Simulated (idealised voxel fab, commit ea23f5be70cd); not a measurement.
The following process module bears the name voxel quadruple lines.
Cross-section cut spans 240 nm and uses square cells 5 nm in size.
A cross-section is written here as square cells arranged in a grid, and it is given in bands from the top down, each band taking up one or more rows of cells.
It is stipulated that each band's entry specify, in nanometres, the height of the top of the band and then that of its bottom, followed by the materials of the band in left-to-right sequence, each together with its width in nanometres. A single material marked by the word "all across" is understood to fill the band from edge to edge; the word "empty" is understood to denote empty space.
Counting heights begins at 0, where everything beneath is, in the wafer as received, one material. The lowest band has no bottom; it goes on downwards, as "0 down" shows.
Note: "30 to 40" means the width goes from the first number (top row of the band) to the second number (bottom row) in equal steps per row of cells.
Where the words "all unchanged" appear for a step, the cross-section shows no cell changed by that step; every cell remained as before.
Empty spaces counting at least 8 cells and having no open way to the top are listed in "Closed void roster". The notation width x height at distance is used for each, the distance being from the left edge and all three values in nm.
Note: text after step settings on the step line = simulator remark on that step.
"overlay nm" denotes, for a step that has a mask, the displacement of the mask to the right of its planned place, with negative values corresponding to the left.
[List of planned process steps]
| 1 | op RECEIVE | material Si |
| 2 | op CONFORMAL_DEP | material SiO2 | thk nm 5 |
| 3 | op DIRECTIONAL_DEP | material W | thk nm 10 |
| 4 | op DIRECTIONAL_DEP | material polySi | thk nm 15 |
| 5 | op DIRECTIONAL_DEP | material aC | thk nm 20 |
| 6 | op PATTERN | tone cover | mask id MANDREL | material resist | width nm 25 | pitch nm 80 | thk nm 30 | overlay nm 0 |
| 7 | op DIRECTIONAL_ETCH | etch materials aC | depth nm 20 |
| 8 | op STRIP | etch materials resist |
| 9 | op CONFORMAL_DEP | material SiO2 | thk nm 15 |
| 10 | op DIRECTIONAL_ETCH | etch materials SiO2 | depth nm 15 |
| 11 | op STRIP | etch materials aC |
| 12 | op DIRECTIONAL_ETCH | etch materials polySi | depth nm 15 |
| 13 | op STRIP | etch materials SiO2 |
| 14 | op CONFORMAL_DEP | material SiN | thk nm 5 |
| 15 | op DIRECTIONAL_ETCH | etch materials SiN | depth nm 5 |
| 16 | op STRIP | etch materials polySi |
| 17 | op DIRECTIONAL_ETCH | etch materials W | depth nm 10 |
| 18 | op STRIP | etch materials SiN |
[The first of the two wafers, which ran as planned]
[Received-state cross-section, reflecting completion of step 1]
	0 down | Si all across
	Closed void roster: none
[You're looking at a cross-section of the wafer after step 2]
	5 to 0 | SiO2 all across
	Unchanged below 0.
[You're looking at a cross-section of the wafer after step 3]
	15 to 5 | W all across
	Unchanged below 5.
[You're looking at a cross-section of the wafer after step 4]
	30 to 15 | polySi all across
	Unchanged below 15.
[You're looking at a cross-section of the wafer after step 5]
	50 to 30 | aC all across
	Unchanged below 30.
[You're looking at a cross-section of the wafer after step 6]
	80 to 50 | empty: 65 / resist: 25 / empty: 55 / resist: 25 / empty: 70
	Unchanged below 50.
[You're looking at a cross-section of the wafer after step 7]
	60 to 50 | empty: 65 / resist: 25 / empty: 55 / resist: 25 / empty: 70
	50 to 30 | empty: 65 / aC: 25 / empty: 55 / aC: 25 / empty: 70
	Unchanged below 30.
[You're looking at a cross-section of the wafer after step 8]
	50 to 30 | empty: 65 / aC: 25 / empty: 55 / aC: 25 / empty: 70
	Unchanged below 30.
[You're looking at a cross-section of the wafer after step 9]
	65 to 50 | empty: 50 / SiO2: 55 / empty: 25 / SiO2: 55 / empty: 55
	50 to 45 | empty: 50 / SiO2: 15 / aC: 25 / SiO2: 15 / empty: 25 / SiO2: 15 / aC: 25 / SiO2: 15 / empty: 55
	45 to 30 | SiO2: 65 / aC: 25 / SiO2: 55 / aC: 25 / SiO2: 70
	Unchanged below 30.
[You're looking at a cross-section of the wafer after step 10]
	50 to 30 | empty: 50 / SiO2: 15 / aC: 25 / SiO2: 15 / empty: 25 / SiO2: 15 / aC: 25 / SiO2: 15 / empty: 55
	Unchanged below 30.
[You're looking at a cross-section of the wafer after step 11]
	50 to 30 | empty: 50 / SiO2: 15 / empty: 25 / SiO2: 15 / empty: 25 / SiO2: 15 / empty: 25 / SiO2: 15 / empty: 55
	Unchanged below 30.
[You're looking at a cross-section of the wafer after step 12]
	50 to 30 | empty: 50 / SiO2: 15 / empty: 25 / SiO2: 15 / empty: 25 / SiO2: 15 / empty: 25 / SiO2: 15 / empty: 55
	30 to 15 | empty: 50 / polySi: 15 / empty: 25 / polySi: 15 / empty: 25 / polySi: 15 / empty: 25 / polySi: 15 / empty: 55
	Unchanged below 15.
[You're looking at a cross-section of the wafer after step 13]
	30 to 15 | empty: 50 / polySi: 15 / empty: 25 / polySi: 15 / empty: 25 / polySi: 15 / empty: 25 / polySi: 15 / empty: 55
	Unchanged below 15.
[You're looking at a cross-section of the wafer after step 14]
	35 to 30 | empty: 45 / SiN: 25 / empty: 15 / SiN: 25 / empty: 15 / SiN: 25 / empty: 15 / SiN: 25 / empty: 50
	30 to 20 | empty: 45 / SiN: 5 / polySi: 15 / SiN: 5 / empty: 15 / SiN: 5 / polySi: 15 / SiN: 5 / empty: 15 / SiN: 5 / polySi: 15 / SiN: 5 / empty: 15 / SiN: 5 / polySi: 15 / SiN: 5 / empty: 50
	20 to 15 | SiN: 50 / polySi: 15 / SiN: 25 / polySi: 15 / SiN: 25 / polySi: 15 / SiN: 25 / polySi: 15 / SiN: 55
	Unchanged below 15.
[You're looking at a cross-section of the wafer after step 15]
	30 to 15 | empty: 45 / SiN: 5 / polySi: 15 / SiN: 5 / empty: 15 / SiN: 5 / polySi: 15 / SiN: 5 / empty: 15 / SiN: 5 / polySi: 15 / SiN: 5 / empty: 15 / SiN: 5 / polySi: 15 / SiN: 5 / empty: 50
	Unchanged below 15.
[You're looking at a cross-section of the wafer after step 16]
	30 to 15 | empty: 45 / SiN: 5 / empty: 15 / SiN: 5 / empty: 15 / SiN: 5 / empty: 15 / SiN: 5 / empty: 15 / SiN: 5 / empty: 15 / SiN: 5 / empty: 15 / SiN: 5 / empty: 15 / SiN: 5 / empty: 50
	Unchanged below 15.
[You're looking at a cross-section of the wafer after step 17]
	30 to 15 | empty: 45 / SiN: 5 / empty: 15 / SiN: 5 / empty: 15 / SiN: 5 / empty: 15 / SiN: 5 / empty: 15 / SiN: 5 / empty: 15 / SiN: 5 / empty: 15 / SiN: 5 / empty: 15 / SiN: 5 / empty: 50
	15 to 5 | empty: 45 / W: 5 / empty: 15 / W: 5 / empty: 15 / W: 5 / empty: 15 / W: 5 / empty: 15 / W: 5 / empty: 15 / W: 5 / empty: 15 / W: 5 / empty: 15 / W: 5 / empty: 50
	Unchanged below 5.
[You're looking at a cross-section of the wafer after step 18]
	15 to 5 | empty: 45 / W: 5 / empty: 15 / W: 5 / empty: 15 / W: 5 / empty: 15 / W: 5 / empty: 15 / W: 5 / empty: 15 / W: 5 / empty: 15 / W: 5 / empty: 15 / W: 5 / empty: 50
	Unchanged below 5.
[Now the other wafer: same start, same recipe, but we messed up one thing when running it. Up to and including step 2 it's the same as the first one]
[Cross-sectional representation of the second wafer at the time designated in the plan for the completion of step 3]
	20 to 5 | W all across
	Unchanged below 5.
[Cross-sectional representation of the second wafer at the time designated in the plan for the completion of step 4]
	35 to 20 | polySi all across
	Unchanged below 20.
[Cross-sectional representation of the second wafer at the time designated in the plan for the completion of step 5]
	55 to 35 | aC all across
	Unchanged below 35.
[Cross-sectional representation of the second wafer at the time designated in the plan for the completion of step 6]
	85 to 55 | empty: 65 / resist: 25 / empty: 55 / resist: 25 / empty: 70
	Unchanged below 55.
[Cross-sectional representation of the second wafer at the time designated in the plan for the completion of step 7]
	65 to 55 | empty: 65 / resist: 25 / empty: 55 / resist: 25 / empty: 70
	55 to 35 | empty: 65 / aC: 25 / empty: 55 / aC: 25 / empty: 70
	Unchanged below 35.
[Cross-sectional representation of the second wafer at the time designated in the plan for the completion of step 8]
	55 to 35 | empty: 65 / aC: 25 / empty: 55 / aC: 25 / empty: 70
	Unchanged below 35.
[Cross-sectional representation of the second wafer at the time designated in the plan for the completion of step 9]
	70 to 55 | empty: 50 / SiO2: 55 / empty: 25 / SiO2: 55 / empty: 55
	55 to 50 | empty: 50 / SiO2: 15 / aC: 25 / SiO2: 15 / empty: 25 / SiO2: 15 / aC: 25 / SiO2: 15 / empty: 55
	50 to 35 | SiO2: 65 / aC: 25 / SiO2: 55 / aC: 25 / SiO2: 70
	Unchanged below 35.
[Cross-sectional representation of the second wafer at the time designated in the plan for the completion of step 10]
	55 to 35 | empty: 50 / SiO2: 15 / aC: 25 / SiO2: 15 / empty: 25 / SiO2: 15 / aC: 25 / SiO2: 15 / empty: 55
	Unchanged below 35.
[Cross-sectional representation of the second wafer at the time designated in the plan for the completion of step 11]
	55 to 35 | empty: 50 / SiO2: 15 / empty: 25 / SiO2: 15 / empty: 25 / SiO2: 15 / empty: 25 / SiO2: 15 / empty: 55
	Unchanged below 35.
[Cross-sectional representation of the second wafer at the time designated in the plan for the completion of step 12]
	55 to 35 | empty: 50 / SiO2: 15 / empty: 25 / SiO2: 15 / empty: 25 / SiO2: 15 / empty: 25 / SiO2: 15 / empty: 55
	35 to 20 | empty: 50 / polySi: 15 / empty: 25 / polySi: 15 / empty: 25 / polySi: 15 / empty: 25 / polySi: 15 / empty: 55
	Unchanged below 20.
[Cross-sectional representation of the second wafer at the time designated in the plan for the completion of step 13]
	35 to 20 | empty: 50 / polySi: 15 / empty: 25 / polySi: 15 / empty: 25 / polySi: 15 / empty: 25 / polySi: 15 / empty: 55
	Unchanged below 20.
[Cross-sectional representation of the second wafer at the time designated in the plan for the completion of step 14]
	40 to 35 | empty: 45 / SiN: 25 / empty: 15 / SiN: 25 / empty: 15 / SiN: 25 / empty: 15 / SiN: 25 / empty: 50
	35 to 25 | empty: 45 / SiN: 5 / polySi: 15 / SiN: 5 / empty: 15 / SiN: 5 / polySi: 15 / SiN: 5 / empty: 15 / SiN: 5 / polySi: 15 / SiN: 5 / empty: 15 / SiN: 5 / polySi: 15 / SiN: 5 / empty: 50
	25 to 20 | SiN: 50 / polySi: 15 / SiN: 25 / polySi: 15 / SiN: 25 / polySi: 15 / SiN: 25 / polySi: 15 / SiN: 55
	Unchanged below 20.
[Cross-sectional representation of the second wafer at the time designated in the plan for the completion of step 15]
	35 to 20 | empty: 45 / SiN: 5 / polySi: 15 / SiN: 5 / empty: 15 / SiN: 5 / polySi: 15 / SiN: 5 / empty: 15 / SiN: 5 / polySi: 15 / SiN: 5 / empty: 15 / SiN: 5 / polySi: 15 / SiN: 5 / empty: 50
	Unchanged below 20.
[Cross-sectional representation of the second wafer at the time designated in the plan for the completion of step 16]
	35 to 20 | empty: 45 / SiN: 5 / empty: 15 / SiN: 5 / empty: 15 / SiN: 5 / empty: 15 / SiN: 5 / empty: 15 / SiN: 5 / empty: 15 / SiN: 5 / empty: 15 / SiN: 5 / empty: 15 / SiN: 5 / empty: 50
	Unchanged below 20.
[Cross-sectional representation of the second wafer at the time designated in the plan for the completion of step 17]
	35 to 20 | empty: 45 / SiN: 5 / empty: 15 / SiN: 5 / empty: 15 / SiN: 5 / empty: 15 / SiN: 5 / empty: 15 / SiN: 5 / empty: 15 / SiN: 5 / empty: 15 / SiN: 5 / empty: 15 / SiN: 5 / empty: 50
	20 to 10 | empty: 45 / W: 5 / empty: 15 / W: 5 / empty: 15 / W: 5 / empty: 15 / W: 5 / empty: 15 / W: 5 / empty: 15 / W: 5 / empty: 15 / W: 5 / empty: 15 / W: 5 / empty: 50
	Unchanged below 10.
[Cross-sectional representation of the second wafer at the time designated in the plan for the completion of step 18]
	20 to 10 | empty: 45 / W: 5 / empty: 15 / W: 5 / empty: 15 / W: 5 / empty: 15 / W: 5 / empty: 15 / W: 5 / empty: 15 / W: 5 / empty: 15 / W: 5 / empty: 15 / W: 5 / empty: 50
	Unchanged below 10.
What went wrong in running the wafer? step 3 did not use the planned setting and instead ran as op DIRECTIONAL_DEP | material W | thk nm 15
Heads up, by the end the second wafer has more or fewer cells of some materials compared to the first: +48 W
